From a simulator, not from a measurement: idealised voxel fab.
process module | voxel quadruple lines
cross-section cut | 240 nm wide | cells 5 nm
A cross-section is a grid of square cells, given in bands from the top down. A band is one or more rows of cells.
Each band's line starts with the height of the band's top and of its bottom, in nm. Then come its materials from left to right, each with its width in nm. One material with "throughout" fills the band from edge to edge. "air" is empty space.
Height 0 is the level under which the wafer as received is all one material. The lowest band goes on downwards, as in "0 down".
A width such as "30 to 40" changes by the same amount from each row of cells to the next, from the band's top row to its bottom row.
"no change" after a step means that no cell of the cross-section changed.
closed voids: empty space of 8 cells or more with no open way to the top, each as width x height at its distance from the left edge, in nm
after a step's settings: what the simulator itself notes on the step
overlay nm, on a step with a mask: how far to the right of its planned place the mask lay; to the left if negative
Each pair below shows a cross-section before one step and the cross-section after it, down to the lowest band that changed. The line under each pair gives the step between them, with its settings. The pairs can come from different runs of this module on the same starting wafer, so a pair continues from the pair above only where its "before" says so.
before
  0 down: Si throughout
  closed voids: none
after
  5 to 0: SiO2 throughout
  below 0: unchanged
  closed voids: none
the step between: op CONFORMAL_DEP | material SiO2 | thk nm 5
before: the cross-section after the pair above
after
  15 to 5: W throughout
  below 5: unchanged
  closed voids: none
the step between: op DIRECTIONAL_DEP | material W | thk nm 10
before: the cross-section after the pair above
after
  30 to 15: polySi throughout
  below 15: unchanged
  closed voids: none
the step between: op DIRECTIONAL_DEP | material polySi | thk nm 15
before: the cross-section after the pair above
after
  50 to 30: aC throughout
  below 30: unchanged
  closed voids: none
the step between: op DIRECTIONAL_DEP | material aC | thk nm 20
before: the cross-section after the pair above
after
  80 to 50: air 65 | resist 25 | air 55 | resist 25 | air 70
  below 50: unchanged
  closed voids: none
the step between: op PATTERN | tone cover | mask id MANDREL | material resist | width nm 25 | pitch nm 80 | thk nm 30 | overlay nm 0
before: the cross-section after the pair above
after
  60 to 50: air 65 | resist 25 | air 55 | resist 25 | air 70
  50 to 30: air 65 | aC 25 | air 55 | aC 25 | air 70
  below 30: unchanged
  closed voids: none
the step between: op DIRECTIONAL_ETCH | etch materials aC | depth nm 20
before: the cross-section after the pair above
after
  50 to 30: air 65 | aC 25 | air 55 | aC 25 | air 70
  below 30: unchanged
  closed voids: none
the step between: op STRIP | etch materials resist
before: the cross-section after the pair above
after
  65 to 50: air 50 | SiO2 55 | air 25 | SiO2 55 | air 55
  50 to 45: air 50 | SiO2 15 | aC 25 | SiO2 15 | air 25 | SiO2 15 | aC 25 | SiO2 15 | air 55
  45 to 30: SiO2 65 | aC 25 | SiO2 55 | aC 25 | SiO2 70
  below 30: unchanged
  closed voids: none
the step between: op CONFORMAL_DEP | material SiO2 | thk nm 15
before: the cross-section after the pair above
after
  50 to 30: air 50 | SiO2 15 | aC 25 | SiO2 15 | air 25 | SiO2 15 | aC 25 | SiO2 15 | air 55
  below 30: unchanged
  closed voids: none
the step between: op DIRECTIONAL_ETCH | etch materials SiO2 | depth nm 15
before: the cross-section after the pair above
after
  50 to 30: air 50 | SiO2 15 | air 25 | SiO2 15 | air 25 | SiO2 15 | air 25 | SiO2 15 | air 55
  below 30: unchanged
  closed voids: none
the step between: op STRIP | etch materials aC
before: the cross-section after the pair above
after
  50 to 30: air 50 | SiO2 15 | air 25 | SiO2 15 | air 25 | SiO2 15 | air 25 | SiO2 15 | air 55
  30 to 15: air 50 | polySi 15 | air 25 | polySi 15 | air 25 | polySi 15 | air 25 | polySi 15 | air 55
  below 15: unchanged
  closed voids: none
the step between: op DIRECTIONAL_ETCH | etch materials polySi | depth nm 15
before: the cross-section after the pair above
after
  30 to 15: air 50 | polySi 15 | air 25 | polySi 15 | air 25 | polySi 15 | air 25 | polySi 15 | air 55
  below 15: unchanged
  closed voids: none
the step between: op STRIP | etch materials SiO2
before: the cross-section after the pair above
after
  35 to 30: air 45 | SiN 25 | air 15 | SiN 25 | air 15 | SiN 25 | air 15 | SiN 25 | air 50
  30 to 20: air 45 | SiN 5 | polySi 15 | SiN 5 | air 15 | SiN 5 | polySi 15 | SiN 5 | air 15 | SiN 5 | polySi 15 | SiN 5 | air 15 | SiN 5 | polySi 15 | SiN 5 | air 50
  20 to 15: SiN 50 | polySi 15 | SiN 25 | polySi 15 | SiN 25 | polySi 15 | SiN 25 | polySi 15 | SiN 55
  below 15: unchanged
  closed voids: none
the step between: op CONFORMAL_DEP | material SiN | thk nm 5
before: the cross-section after the pair above
after
  30 to 15: air 45 | SiN 5 | polySi 15 | SiN 5 | air 15 | SiN 5 | polySi 15 | SiN 5 | air 15 | SiN 5 | polySi 15 | SiN 5 | air 15 | SiN 5 | polySi 15 | SiN 5 | air 50
  below 15: unchanged
  closed voids: none
the step between: op DIRECTIONAL_ETCH | etch materials SiN | depth nm 5
before: the cross-section after the pair above
after
  30 to 15: air 45 | SiN 5 | air 15 | SiN 5 | air 15 | SiN 5 | air 15 | SiN 5 | air 15 | SiN 5 | air 15 | SiN 5 | air 15 | SiN 5 | air 15 | SiN 5 | air 50
  below 15: unchanged
  closed voids: none
the step between: op STRIP | etch materials polySi
before: the cross-section after the pair above
after
  30 to 15: air 45 | SiN 5 | air 15 | SiN 5 | air 15 | SiN 5 | air 15 | SiN 5 | air 15 | SiN 5 | air 15 | SiN 5 | air 15 | SiN 5 | air 15 | SiN 5 | air 50
  15 to 5: air 45 | W 5 | air 15 | W 5 | air 15 | W 5 | air 15 | W 5 | air 15 | W 5 | air 15 | W 5 | air 15 | W 5 | air 15 | W 5 | air 50
  below 5: unchanged
  closed voids: none
the step between: op DIRECTIONAL_ETCH | etch materials W | depth nm 10
before: the cross-section after the pair above
after
  15 to 5: air 45 | W 5 | air 15 | W 5 | air 15 | W 5 | air 15 | W 5 | air 15 | W 5 | air 15 | W 5 | air 15 | W 5 | air 15 | W 5 | air 50
  below 5: unchanged
  closed voids: none
the step between: op STRIP | etch materials SiN
before
  0 down: Si throughout
  closed voids: none
after
  10 to 0: W throughout
  below 0: unchanged
  closed voids: none
the step between: op DIRECTIONAL_DEP | material W | thk nm 10
before: the cross-section after the pair above
after
  25 to 10: polySi throughout
  below 10: unchanged
  closed voids: none
the step between: op DIRECTIONAL_DEP | material polySi | thk nm 15
before: the cross-section after the pair above
after
  45 to 25: aC throughout
  below 25: unchanged
  closed voids: none
the step between: op DIRECTIONAL_DEP | material aC | thk nm 20
before: the cross-section after the pair above
after
  75 to 45: air 65 | resist 25 | air 55 | resist 25 | air 70
  below 45: unchanged
  closed voids: none
the step between: op PATTERN | tone cover | mask id MANDREL | material resist | width nm 25 | pitch nm 80 | thk nm 30 | overlay nm 0
before: the cross-section after the pair above
after
  55 to 45: air 65 | resist 25 | air 55 | resist 25 | air 70
  45 to 25: air 65 | aC 25 | air 55 | aC 25 | air 70
  below 25: unchanged
  closed voids: none
the step between: op DIRECTIONAL_ETCH | etch materials aC | depth nm 20
before: the cross-section after the pair above
after
  45 to 25: air 65 | aC 25 | air 55 | aC 25 | air 70
  below 25: unchanged
  closed voids: none
the step between: op STRIP | etch materials resist
before: the cross-section after the pair above
after
  60 to 45: air 50 | SiO2 55 | air 25 | SiO2 55 | air 55
  45 to 40: air 50 | SiO2 15 | aC 25 | SiO2 15 | air 25 | SiO2 15 | aC 25 | SiO2 15 | air 55
  40 to 25: SiO2 65 | aC 25 | SiO2 55 | aC 25 | SiO2 70
  below 25: unchanged
  closed voids: none
the step between: op CONFORMAL_DEP | material SiO2 | thk nm 15
before: the cross-section after the pair above
after
  45 to 25: air 50 | SiO2 15 | aC 25 | SiO2 15 | air 25 | SiO2 15 | aC 25 | SiO2 15 | air 55
  below 25: unchanged
  closed voids: none
the step between: op DIRECTIONAL_ETCH | etch materials SiO2 | depth nm 15
before: the cross-section after the pair above
after
  45 to 25: air 50 | SiO2 15 | air 25 | SiO2 15 | air 25 | SiO2 15 | air 25 | SiO2 15 | air 55
  below 25: unchanged
  closed voids: none
the step between: op STRIP | etch materials aC
before: the cross-section after the pair above
after
  45 to 25: air 50 | SiO2 15 | air 25 | SiO2 15 | air 25 | SiO2 15 | air 25 | SiO2 15 | air 55
  25 to 10: air 50 | polySi 15 | air 25 | polySi 15 | air 25 | polySi 15 | air 25 | polySi 15 | air 55
  below 10: unchanged
  closed voids: none
the step between: op DIRECTIONAL_ETCH | etch materials polySi | depth nm 15
before: the cross-section after the pair above
after
  25 to 10: air 50 | polySi 15 | air 25 | polySi 15 | air 25 | polySi 15 | air 25 | polySi 15 | air 55
  below 10: unchanged
  closed voids: none
the step between: op STRIP | etch materials SiO2
before: the cross-section after the pair above
after
  30 to 25: air 45 | SiN 25 | air 15 | SiN 25 | air 15 | SiN 25 | air 15 | SiN 25 | air 50
  25 to 15: air 45 | SiN 5 | polySi 15 | SiN 5 | air 15 | SiN 5 | polySi 15 | SiN 5 | air 15 | SiN 5 | polySi 15 | SiN 5 | air 15 | SiN 5 | polySi 15 | SiN 5 | air 50
  15 to 10: SiN 50 | polySi 15 | SiN 25 | polySi 15 | SiN 25 | polySi 15 | SiN 25 | polySi 15 | SiN 55
  below 10: unchanged
  closed voids: none
the step between: op CONFORMAL_DEP | material SiN | thk nm 5
before: the cross-section after the pair above
after
  25 to 10: air 45 | SiN 5 | polySi 15 | SiN 5 | air 15 | SiN 5 | polySi 15 | SiN 5 | air 15 | SiN 5 | polySi 15 | SiN 5 | air 15 | SiN 5 | polySi 15 | SiN 5 | air 50
  below 10: unchanged
  closed voids: none
the step between: op DIRECTIONAL_ETCH | etch materials SiN | depth nm 5
before: the cross-section after the pair above
after
  25 to 10: air 45 | SiN 5 | air 15 | SiN 5 | air 15 | SiN 5 | air 15 | SiN 5 | air 15 | SiN 5 | air 15 | SiN 5 | air 15 | SiN 5 | air 15 | SiN 5 | air 50
  below 10: unchanged
  closed voids: none
the step between: op STRIP | etch materials polySi
before: the cross-section after the pair above
after
  25 to 10: air 45 | SiN 5 | air 15 | SiN 5 | air 15 | SiN 5 | air 15 | SiN 5 | air 15 | SiN 5 | air 15 | SiN 5 | air 15 | SiN 5 | air 15 | SiN 5 | air 50
  10 to 0: air 45 | W 5 | air 15 | W 5 | air 15 | W 5 | air 15 | W 5 | air 15 | W 5 | air 15 | W 5 | air 15 | W 5 | air 15 | W 5 | air 50
  below 0: unchanged
  closed voids: none
the step between: op DIRECTIONAL_ETCH | etch materials W | depth nm 10
before: the cross-section after the pair above
after
  10 to 0: air 45 | W 5 | air 15 | W 5 | air 15 | W 5 | air 15 | W 5 | air 15 | W 5 | air 15 | W 5 | air 15 | W 5 | air 15 | W 5 | air 50
  below 0: unchanged
  closed voids: none
the step between: op STRIP | etch materials SiN
before
  5 to 0: SiO2 throughout
  0 down: Si throughout
  closed voids: none
after
  20 to 5: polySi throughout
  below 5: unchanged
  closed voids: none
the step between: op DIRECTIONAL_DEP | material polySi | thk nm 15
before: the cross-section after the pair above
after
  30 to 20: W throughout
  below 20: unchanged
  closed voids: none
the step between: op DIRECTIONAL_DEP | material W | thk nm 10
before: the cross-section after the pair above
after
  50 to 30: aC throughout
  below 30: unchanged
  closed voids: none
the step between: op DIRECTIONAL_DEP | material aC | thk nm 20
before: the cross-section after the pair above
after
  80 to 50: air 65 | resist 25 | air 55 | resist 25 | air 70
  below 50: unchanged
  closed voids: none
the step between: op PATTERN | tone cover | mask id MANDREL | material resist | width nm 25 | pitch nm 80 | thk nm 30 | overlay nm 0
before: the cross-section after the pair above
after
  60 to 50: air 65 | resist 25 | air 55 | resist 25 | air 70
  50 to 30: air 65 | aC 25 | air 55 | aC 25 | air 70
  below 30: unchanged
  closed voids: none
the step between: op DIRECTIONAL_ETCH | etch materials aC | depth nm 20
before: the cross-section after the pair above
after
  50 to 30: air 65 | aC 25 | air 55 | aC 25 | air 70
  below 30: unchanged
  closed voids: none
the step between: op STRIP | etch materials resist
before: the cross-section after the pair above
after
  65 to 50: air 50 | SiO2 55 | air 25 | SiO2 55 | air 55
  50 to 45: air 50 | SiO2 15 | aC 25 | SiO2 15 | air 25 | SiO2 15 | aC 25 | SiO2 15 | air 55
  45 to 30: SiO2 65 | aC 25 | SiO2 55 | aC 25 | SiO2 70
  below 30: unchanged
  closed voids: none
the step between: op CONFORMAL_DEP | material SiO2 | thk nm 15
before: the cross-section after the pair above
after
  50 to 30: air 50 | SiO2 15 | aC 25 | SiO2 15 | air 25 | SiO2 15 | aC 25 | SiO2 15 | air 55
  below 30: unchanged
  closed voids: none
the step between: op DIRECTIONAL_ETCH | etch materials SiO2 | depth nm 15
before: the cross-section after the pair above
after
  50 to 30: air 50 | SiO2 15 | air 25 | SiO2 15 | air 25 | SiO2 15 | air 25 | SiO2 15 | air 55
  below 30: unchanged
  closed voids: none
the step between: op STRIP | etch materials aC
before: the cross-section after the pair above
after
  30 to 20: W throughout
  below 20: unchanged
  closed voids: none
the step between: op STRIP | etch materials SiO2
before: the cross-section after the pair above
after
  35 to 30: SiN throughout
  below 30: unchanged
  closed voids: none
the step between: op CONFORMAL_DEP | material SiN | thk nm 5
before: the cross-section after the pair above
after
  30 to 20: W throughout
  below 20: unchanged
  closed voids: none
the step between: op DIRECTIONAL_ETCH | etch materials SiN | depth nm 5
before: the cross-section after the pair above
after
  20 to 5: polySi throughout
  below 5: unchanged
  closed voids: none
the step between: op DIRECTIONAL_ETCH | etch materials W | depth nm 10
before
  5 to 0: SiO2 throughout
  0 down: Si throughout
  closed voids: none
after
  20 to 5: W throughout
  below 5: unchanged
  closed voids: none
the step between: op DIRECTIONAL_DEP | material W | thk nm 15
before: the cross-section after the pair above
after
  35 to 20: polySi throughout
  below 20: unchanged
  closed voids: none
the step between: op DIRECTIONAL_DEP | material polySi | thk nm 15
before: the cross-section after the pair above
after
  55 to 35: aC throughout
  below 35: unchanged
  closed voids: none
the step between: op DIRECTIONAL_DEP | material aC | thk nm 20
before: the cross-section after the pair above
after
  85 to 55: air 65 | resist 25 | air 55 | resist 25 | air 70
  below 55: unchanged
  closed voids: none
the step between: op PATTERN | tone cover | mask id MANDREL | material resist | width nm 25 | pitch nm 80 | thk nm 30 | overlay nm 0
before: the cross-section after the pair above
after
  65 to 55: air 65 | resist 25 | air 55 | resist 25 | air 70
  55 to 35: air 65 | aC 25 | air 55 | aC 25 | air 70
  below 35: unchanged
  closed voids: none
the step between: op DIRECTIONAL_ETCH | etch materials aC | depth nm 20
before: the cross-section after the pair above
after
  55 to 35: air 65 | aC 25 | air 55 | aC 25 | air 70
  below 35: unchanged
  closed voids: none
the step between: op STRIP | etch materials resist
before: the cross-section after the pair above
after
  70 to 55: air 50 | SiO2 55 | air 25 | SiO2 55 | air 55
  55 to 50: air 50 | SiO2 15 | aC 25 | SiO2 15 | air 25 | SiO2 15 | aC 25 | SiO2 15 | air 55
  50 to 35: SiO2 65 | aC 25 | SiO2 55 | aC 25 | SiO2 70
  below 35: unchanged
  closed voids: none
the step between: op CONFORMAL_DEP | material SiO2 | thk nm 15
before: the cross-section after the pair above
after
  55 to 35: air 50 | SiO2 15 | aC 25 | SiO2 15 | air 25 | SiO2 15 | aC 25 | SiO2 15 | air 55
  below 35: unchanged
  closed voids: none
the step between: op DIRECTIONAL_ETCH | etch materials SiO2 | depth nm 15
before: the cross-section after the pair above
after
  55 to 35: air 50 | SiO2 15 | air 25 | SiO2 15 | air 25 | SiO2 15 | air 25 | SiO2 15 | air 55
  below 35: unchanged
  closed voids: none
the step between: op STRIP | etch materials aC
before: the cross-section after the pair above
after
  55 to 35: air 50 | SiO2 15 | air 25 | SiO2 15 | air 25 | SiO2 15 | air 25 | SiO2 15 | air 55
  35 to 20: air 50 | polySi 15 | air 25 | polySi 15 | air 25 | polySi 15 | air 25 | polySi 15 | air 55
  below 20: unchanged
  closed voids: none
the step between: op DIRECTIONAL_ETCH | etch materials polySi | depth nm 15
before: the cross-section after the pair above
after
  35 to 20: air 50 | polySi 15 | air 25 | polySi 15 | air 25 | polySi 15 | air 25 | polySi 15 | air 55
  below 20: unchanged
  closed voids: none
the step between: op STRIP | etch materials SiO2
before: the cross-section after the pair above
after
  40 to 35: air 45 | SiN 25 | air 15 | SiN 25 | air 15 | SiN 25 | air 15 | SiN 25 | air 50
  35 to 25: air 45 | SiN 5 | polySi 15 | SiN 5 | air 15 | SiN 5 | polySi 15 | SiN 5 | air 15 | SiN 5 | polySi 15 | SiN 5 | air 15 | SiN 5 | polySi 15 | SiN 5 | air 50
  25 to 20: SiN 50 | polySi 15 | SiN 25 | polySi 15 | SiN 25 | polySi 15 | SiN 25 | polySi 15 | SiN 55
  below 20: unchanged
  closed voids: none
the step between: op CONFORMAL_DEP | material SiN | thk nm 5
before: the cross-section after the pair above
after
  35 to 20: air 45 | SiN 5 | polySi 15 | SiN 5 | air 15 | SiN 5 | polySi 15 | SiN 5 | air 15 | SiN 5 | polySi 15 | SiN 5 | air 15 | SiN 5 | polySi 15 | SiN 5 | air 50
  below 20: unchanged
  closed voids: none
the step between: op DIRECTIONAL_ETCH | etch materials SiN | depth nm 5
before: the cross-section after the pair above
after
  35 to 20: air 45 | SiN 5 | air 15 | SiN 5 | air 15 | SiN 5 | air 15 | SiN 5 | air 15 | SiN 5 | air 15 | SiN 5 | air 15 | SiN 5 | air 15 | SiN 5 | air 50
  below 20: unchanged
  closed voids: none
the step between: op STRIP | etch materials polySi
before: the cross-section after the pair above
after
  35 to 20: air 45 | SiN 5 | air 15 | SiN 5 | air 15 | SiN 5 | air 15 | SiN 5 | air 15 | SiN 5 | air 15 | SiN 5 | air 15 | SiN 5 | air 15 | SiN 5 | air 50
  20 to 10: air 45 | W 5 | air 15 | W 5 | air 15 | W 5 | air 15 | W 5 | air 15 | W 5 | air 15 | W 5 | air 15 | W 5 | air 15 | W 5 | air 50
  below 10: unchanged
  closed voids: none
the step between: op DIRECTIONAL_ETCH | etch materials W | depth nm 10
before: the cross-section after the pair above
after
  20 to 10: air 45 | W 5 | air 15 | W 5 | air 15 | W 5 | air 15 | W 5 | air 15 | W 5 | air 15 | W 5 | air 15 | W 5 | air 15 | W 5 | air 50
  below 10: unchanged
  closed voids: none
the step between: op STRIP | etch materials SiN
before
  50 to 30: aC throughout
  30 to 15: polySi throughout
  15 to 5: W throughout
  5 to 0: SiO2 throughout
  0 down: Si throughout
  closed voids: none
after
  80 to 50: air 70 | resist 15 | air 65 | resist 15 | air 75
  below 50: unchanged
  closed voids: none
the step between: op PATTERN | tone cover | mask id MANDREL | material resist | width nm 15 | pitch nm 80 | thk nm 30 | overlay nm 0
before: the cross-section after the pair above
after
  60 to 50: air 70 | resist 15 | air 65 | resist 15 | air 75
  50 to 30: air 70 | aC 15 | air 65 | aC 15 | air 75
  below 30: unchanged
  closed voids: none
the step between: op DIRECTIONAL_ETCH | etch materials aC | depth nm 20
before: the cross-section after the pair above
after
  50 to 30: air 70 | aC 15 | air 65 | aC 15 | air 75
  below 30: unchanged
  closed voids: none
the step between: op STRIP | etch materials resist
before: the cross-section after the pair above
after
  65 to 50: air 55 | SiO2 45 | air 35 | SiO2 45 | air 60
  50 to 45: air 55 | SiO2 15 | aC 15 | SiO2 15 | air 35 | SiO2 15 | aC 15 | SiO2 15 | air 60
  45 to 30: SiO2 70 | aC 15 | SiO2 65 | aC 15 | SiO2 75
  below 30: unchanged
  closed voids: none
the step between: op CONFORMAL_DEP | material SiO2 | thk nm 15
before: the cross-section after the pair above
after
  50 to 30: air 55 | SiO2 15 | aC 15 | SiO2 15 | air 35 | SiO2 15 | aC 15 | SiO2 15 | air 60
  below 30: unchanged
  closed voids: none
the step between: op DIRECTIONAL_ETCH | etch materials SiO2 | depth nm 15
before: the cross-section after the pair above
after
  50 to 30: air 55 | SiO2 15 | air 15 | SiO2 15 | air 35 | SiO2 15 | air 15 | SiO2 15 | air 60
  below 30: unchanged
  closed voids: none
the step between: op STRIP | etch materials aC
before: the cross-section after the pair above
after
  50 to 30: air 55 | SiO2 15 | air 15 | SiO2 15 | air 35 | SiO2 15 | air 15 | SiO2 15 | air 60
  30 to 15: air 55 | polySi 15 | air 15 | polySi 15 | air 35 | polySi 15 | air 15 | polySi 15 | air 60
  below 15: unchanged
  closed voids: none
the step between: op DIRECTIONAL_ETCH | etch materials polySi | depth nm 15
before: the cross-section after the pair above
after
  30 to 15: air 55 | polySi 15 | air 15 | polySi 15 | air 35 | polySi 15 | air 15 | polySi 15 | air 60
  below 15: unchanged
  closed voids: none
the step between: op STRIP | etch materials SiO2
before: the cross-section after the pair above
after
  35 to 30: air 50 | SiN 25 | air 5 | SiN 25 | air 25 | SiN 25 | air 5 | SiN 25 | air 55
  30 to 20: air 50 | SiN 5 | polySi 15 | SiN 5 | air 5 | SiN 5 | polySi 15 | SiN 5 | air 25 | SiN 5 | polySi 15 | SiN 5 | air 5 | SiN 5 | polySi 15 | SiN 5 | air 55
  20 to 15: SiN 55 | polySi 15 | SiN 15 | polySi 15 | SiN 35 | polySi 15 | SiN 15 | polySi 15 | SiN 60
  below 15: unchanged
  closed voids: none
the step between: op CONFORMAL_DEP | material SiN | thk nm 5
before: the cross-section after the pair above
after
  30 to 15: air 50 | SiN 5 | polySi 15 | SiN 5 | air 5 | SiN 5 | polySi 15 | SiN 5 | air 25 | SiN 5 | polySi 15 | SiN 5 | air 5 | SiN 5 | polySi 15 | SiN 5 | air 55
  below 15: unchanged
  closed voids: none
the step between: op DIRECTIONAL_ETCH | etch materials SiN | depth nm 5
before: the cross-section after the pair above
after
  30 to 15: air 50 | SiN 5 | air 15 | SiN 5 | air 5 | SiN 5 | air 15 | SiN 5 | air 25 | SiN 5 | air 15 | SiN 5 | air 5 | SiN 5 | air 15 | SiN 5 | air 55
  below 15: unchanged
  closed voids: none
the step between: op STRIP | etch materials polySi
before: the cross-section after the pair above
after
  30 to 15: air 50 | SiN 5 | air 15 | SiN 5 | air 5 | SiN 5 | air 15 | SiN 5 | air 25 | SiN 5 | air 15 | SiN 5 | air 5 | SiN 5 | air 15 | SiN 5 | air 55
  15 to 5: air 50 | W 5 | air 15 | W 5 | air 5 | W 5 | air 15 | W 5 | air 25 | W 5 | air 15 | W 5 | air 5 | W 5 | air 15 | W 5 | air 55
  below 5: unchanged
  closed voids: none
the step between: op DIRECTIONAL_ETCH | etch materials W | depth nm 10
before: the cross-section after the pair above
after
  15 to 5: air 50 | W 5 | air 15 | W 5 | air 5 | W 5 | air 15 | W 5 | air 25 | W 5 | air 15 | W 5 | air 5 | W 5 | air 15 | W 5 | air 55
  below 5: unchanged
  closed voids: none
the step between: op STRIP | etch materials SiN
before
  50 to 30: aC throughout
  30 to 15: polySi throughout
  15 to 5: W throughout
  5 to 0: SiO2 throughout
  0 down: Si throughout
  closed voids: none
after
  80 to 50: air 55 | resist 25 | air 55 | resist 25 | air 80
  below 50: unchanged
  closed voids: none
the step between: op PATTERN | tone cover | mask id MANDREL | material resist | width nm 25 | pitch nm 80 | thk nm 30 | overlay nm -10
before: the cross-section after the pair above
after
  60 to 50: air 55 | resist 25 | air 55 | resist 25 | air 80
  50 to 30: air 55 | aC 25 | air 55 | aC 25 | air 80
  below 30: unchanged
  closed voids: none
the step between: op DIRECTIONAL_ETCH | etch materials aC | depth nm 20
before: the cross-section after the pair above
after
  50 to 30: air 55 | aC 25 | air 55 | aC 25 | air 80
  below 30: unchanged
  closed voids: none
the step between: op STRIP | etch materials resist
before: the cross-section after the pair above
after
  65 to 50: air 40 | SiO2 55 | air 25 | SiO2 55 | air 65
  50 to 45: air 40 | SiO2 15 | aC 25 | SiO2 15 | air 25 | SiO2 15 | aC 25 | SiO2 15 | air 65
  45 to 30: SiO2 55 | aC 25 | SiO2 55 | aC 25 | SiO2 80
  below 30: unchanged
  closed voids: none
the step between: op CONFORMAL_DEP | material SiO2 | thk nm 15
before: the cross-section after the pair above
after
  50 to 30: air 40 | SiO2 15 | aC 25 | SiO2 15 | air 25 | SiO2 15 | aC 25 | SiO2 15 | air 65
  below 30: unchanged
  closed voids: none
the step between: op DIRECTIONAL_ETCH | etch materials SiO2 | depth nm 15
before: the cross-section after the pair above
after
  50 to 30: air 40 | SiO2 15 | air 25 | SiO2 15 | air 25 | SiO2 15 | air 25 | SiO2 15 | air 65
  below 30: unchanged
  closed voids: none
the step between: op STRIP | etch materials aC
before: the cross-section after the pair above
after
  50 to 30: air 40 | SiO2 15 | air 25 | SiO2 15 | air 25 | SiO2 15 | air 25 | SiO2 15 | air 65
  30 to 15: air 40 | polySi 15 | air 25 | polySi 15 | air 25 | polySi 15 | air 25 | polySi 15 | air 65
  below 15: unchanged
  closed voids: none
the step between: op DIRECTIONAL_ETCH | etch materials polySi | depth nm 15
before: the cross-section after the pair above
after
  30 to 15: air 40 | polySi 15 | air 25 | polySi 15 | air 25 | polySi 15 | air 25 | polySi 15 | air 65
  below 15: unchanged
  closed voids: none
the step between: op STRIP | etch materials SiO2
before: the cross-section after the pair above
after
  35 to 30: air 35 | SiN 25 | air 15 | SiN 25 | air 15 | SiN 25 | air 15 | SiN 25 | air 60
  30 to 20: air 35 | SiN 5 | polySi 15 | SiN 5 | air 15 | SiN 5 | polySi 15 | SiN 5 | air 15 | SiN 5 | polySi 15 | SiN 5 | air 15 | SiN 5 | polySi 15 | SiN 5 | air 60
  20 to 15: SiN 40 | polySi 15 | SiN 25 | polySi 15 | SiN 25 | polySi 15 | SiN 25 | polySi 15 | SiN 65
  below 15: unchanged
  closed voids: none
the step between: op CONFORMAL_DEP | material SiN | thk nm 5
before: the cross-section after the pair above
after
  30 to 15: air 35 | SiN 5 | polySi 15 | SiN 5 | air 15 | SiN 5 | polySi 15 | SiN 5 | air 15 | SiN 5 | polySi 15 | SiN 5 | air 15 | SiN 5 | polySi 15 | SiN 5 | air 60
  below 15: unchanged
  closed voids: none
the step between: op DIRECTIONAL_ETCH | etch materials SiN | depth nm 5
before: the cross-section after the pair above
after
  30 to 15: air 35 | SiN 5 | air 15 | SiN 5 | air 15 | SiN 5 | air 15 | SiN 5 | air 15 | SiN 5 | air 15 | SiN 5 | air 15 | SiN 5 | air 15 | SiN 5 | air 60
  below 15: unchanged
  closed voids: none
the step between: op STRIP | etch materials polySi
before: the cross-section after the pair above
after
  30 to 15: air 35 | SiN 5 | air 15 | SiN 5 | air 15 | SiN 5 | air 15 | SiN 5 | air 15 | SiN 5 | air 15 | SiN 5 | air 15 | SiN 5 | air 15 | SiN 5 | air 60
  15 to 5: air 35 | W 5 | air 15 | W 5 | air 15 | W 5 | air 15 | W 5 | air 15 | W 5 | air 15 | W 5 | air 15 | W 5 | air 15 | W 5 | air 60
  below 5: unchanged
  closed voids: none
the step between: op DIRECTIONAL_ETCH | etch materials W | depth nm 10
before: the cross-section after the pair above
after
  15 to 5: air 35 | W 5 | air 15 | W 5 | air 15 | W 5 | air 15 | W 5 | air 15 | W 5 | air 15 | W 5 | air 15 | W 5 | air 15 | W 5 | air 60
  below 5: unchanged
  closed voids: none
the step between: op STRIP | etch materials SiN
before
  30 to 15: air 50 | polySi 15 | air 25 | polySi 15 | air 25 | polySi 15 | air 25 | polySi 15 | air 55
  15 to 5: W throughout
  5 to 0: SiO2 throughout
  0 down: Si throughout
  closed voids: none
after
  35 to 30: air 45 | SiO2 25 | air 15 | SiO2 25 | air 15 | SiO2 25 | air 15 | SiO2 25 | air 50
  30 to 20: air 45 | SiO2 5 | polySi 15 | SiO2 5 | air 15 | SiO2 5 | polySi 15 | SiO2 5 | air 15 | SiO2 5 | polySi 15 | SiO2 5 | air 15 | SiO2 5 | polySi 15 | SiO2 5 | air 50
  20 to 15: SiO2 50 | polySi 15 | SiO2 25 | polySi 15 | SiO2 25 | polySi 15 | SiO2 25 | polySi 15 | SiO2 55
  below 15: unchanged
  closed voids: none
the step between: op CONFORMAL_DEP | material SiO2 | thk nm 5
before
  50 to 30: aC throughout
  30 to 15: polySi throughout
  15 to 5: W throughout
  5 to 0: SiO2 throughout
  0 down: Si throughout
  closed voids: none
after
  80 to 50: resist 65 | air 25 | resist 55 | air 25 | resist 70
  below 50: unchanged
  closed voids: none
the step between: op PATTERN | tone open | mask id MANDREL | material resist | width nm 25 | pitch nm 80 | thk nm 30 | overlay nm 0
before: the cross-section after the pair above
after
  60 to 50: resist 65 | air 25 | resist 55 | air 25 | resist 70
  50 to 30: aC 65 | air 25 | aC 55 | air 25 | aC 70
  below 30: unchanged
  closed voids: none
the step between: op DIRECTIONAL_ETCH | etch materials aC | depth nm 20
before: the cross-section after the pair above
after
  50 to 30: aC 65 | air 25 | aC 55 | air 25 | aC 70
  below 30: unchanged
  closed voids: none
the step between: op STRIP | etch materials resist
before: the cross-section after the pair above
after
  65 to 50: SiO2 throughout
  50 to 30: aC 65 | SiO2 25 | aC 55 | SiO2 25 | aC 70
  below 30: unchanged
  closed voids: none
the step between: op CONFORMAL_DEP | material SiO2 | thk nm 15
before: the cross-section after the pair above
after
  50 to 30: aC 65 | SiO2 25 | aC 55 | SiO2 25 | aC 70
  below 30: unchanged
  closed voids: none
the step between: op DIRECTIONAL_ETCH | etch materials SiO2 | depth nm 15
before: the cross-section after the pair above
after
  50 to 30: air 65 | SiO2 25 | air 55 | SiO2 25 | air 70
  below 30: unchanged
  closed voids: none
the step between: op STRIP | etch materials aC
before: the cross-section after the pair above
after
  50 to 30: air 65 | SiO2 25 | air 55 | SiO2 25 | air 70
  30 to 15: air 65 | polySi 25 | air 55 | polySi 25 | air 70
  below 15: unchanged
  closed voids: none
the step between: op DIRECTIONAL_ETCH | etch materials polySi | depth nm 15
before: the cross-section after the pair above
after
  30 to 15: air 65 | polySi 25 | air 55 | polySi 25 | air 70
  below 15: unchanged
  closed voids: none
the step between: op STRIP | etch materials SiO2
before: the cross-section after the pair above
after
  35 to 30: air 60 | SiN 35 | air 45 | SiN 35 | air 65
  30 to 20: air 60 | SiN 5 | polySi 25 | SiN 5 | air 45 | SiN 5 | polySi 25 | SiN 5 | air 65
  20 to 15: SiN 65 | polySi 25 | SiN 55 | polySi 25 | SiN 70
  below 15: unchanged
  closed voids: none
the step between: op CONFORMAL_DEP | material SiN | thk nm 5
before: the cross-section after the pair above
after
  30 to 15: air 60 | SiN 5 | polySi 25 | SiN 5 | air 45 | SiN 5 | polySi 25 | SiN 5 | air 65
  below 15: unchanged
  closed voids: none
the step between: op DIRECTIONAL_ETCH | etch materials SiN | depth nm 5
